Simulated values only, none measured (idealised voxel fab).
Herein follows the process module entitled voxel wiring stack.
The cross-section on display is named cut; it measures 240 nm wide, and its cells are 5 nm squares.
Cross-sections here: square-cell grids, written as top-down lists of bands, a band being one or more rows of cells.
Heads up on the band format: heights come first, top then bottom, in nm. After that it's the materials left to right, each with its width in nm. A single material flagged "all across" fills the whole band edge to edge, and "empty" means there's empty space there.
The reference from which all heights are counted is 0, the level beneath which the as-received wafer is entirely one material; the lowest band, having no lower bound, proceeds downward and is written after the example "0 and below".
The notation "30->40" denotes a width that varies across the rows of cells in the band, beginning at the first number in the top row, finishing at the second number in the bottom row, and changing by an identical amount from each row to the next.
Take "left unchanged" at face value: in the step it is given for, the cross-section changed in none of its cells.
The list in "Catalogued sealed voids" covers empty spaces of 8 cells or more that cannot reach the top through any open way, and it gives each as width x height at distance; the distance is from the left edge, and width, height and distance are in nm.
Read whatever lies past the settings on a step's line as the simulator's own remark about the step.
You can add "overlay nm" to a step's line. For a step with a mask, it describes how far the mask lay to the right of its planned position, and a negative number describes a lay to the left.
Read each pair as before and after one process step. The after cross-section shows only down to the lowest band that changed. The step between them and its settings are given below the pair. Pairs can come from different runs of this module on the same starting wafer. A pair continues from the pair above only where its "Ahead of processing" entry says so.

AHEAD OF PROCESSING
    110 down to 95  SiO2 (65)  TiN (5)  Cu (10)  TiN (5)  SiO2 (25)  TiN (5)  Cu (10)  TiN (5)  SiO2 (25)  TiN (5)  Cu (10)  TiN (5)  SiO2 (65)
    95 down to 90  SiO2 (65)  TiN (5)  Cu (5)  TiN (10)  SiO2 (25)  TiN (5)  Cu (5)  TiN (10)  SiO2 (25)  TiN (5)  Cu (5)  TiN (10)  SiO2 (65)
    90 down to 80  SiO2 (65)  TiN (5)  Cu (5)  TiN (5)  SiO2 (30)  TiN (5)  Cu (5)  TiN (5)  SiO2 (30)  TiN (5)  Cu (5)  TiN (5)  SiO2 (70)
    80 down to 75  SiCN (65)  TiN (15)  SiCN (30)  TiN (15)  SiCN (30)  TiN (15)  SiCN (70)
    75 down to 70  Cu all across
    70 down to 65  TiN (70)  Cu (10)  TiN (35)  Cu (10)  TiN (35)  Cu (10)  TiN (70)
    65 down to 60  SiO2 (65)  TiN (20)  SiO2 (25)  TiN (20)  SiO2 (25)  TiN (20)  SiO2 (65)
    60 down to 50  SiO2 (80)  TiN (5)  SiO2 (40)  TiN (5)  SiO2 (40)  TiN (5)  SiO2 (65)
    50 down to 45  SiCN (80)  TiN (5)  SiCN (40)  TiN (5)  SiCN (40)  TiN (5)  SiCN (65)
    45 down to 40  SiCN (60)  Ru (30)  SiCN (15)  Ru (30)  SiCN (15)  Ru (30)  SiCN (60)
    40 down to 20  lowk (65)  TiN (5)  Cu (10)  TiN (5)  lowk (25)  TiN (5)  Cu (10)  TiN (5)  lowk (25)  TiN (5)  Cu (10)  TiN (5)  lowk (65)
    20 down to 15  SiCN (65)  TiN (20)  SiCN (25)  TiN (20)  SiCN (25)  TiN (20)  SiCN (65)
    15 down to 0  SiO2 all across
    0 and below  Si all across
    Catalogued sealed voids: none

SECTIONAL VIEW, POST-PROCESS
    115 down to 110  SiCN all across
    Nothing below the height 110 has changed.
    Catalogued sealed voids: none
In between the cross-sections above, the run called for CONFORMAL_DEP [material SiCN] [thk nm 5]
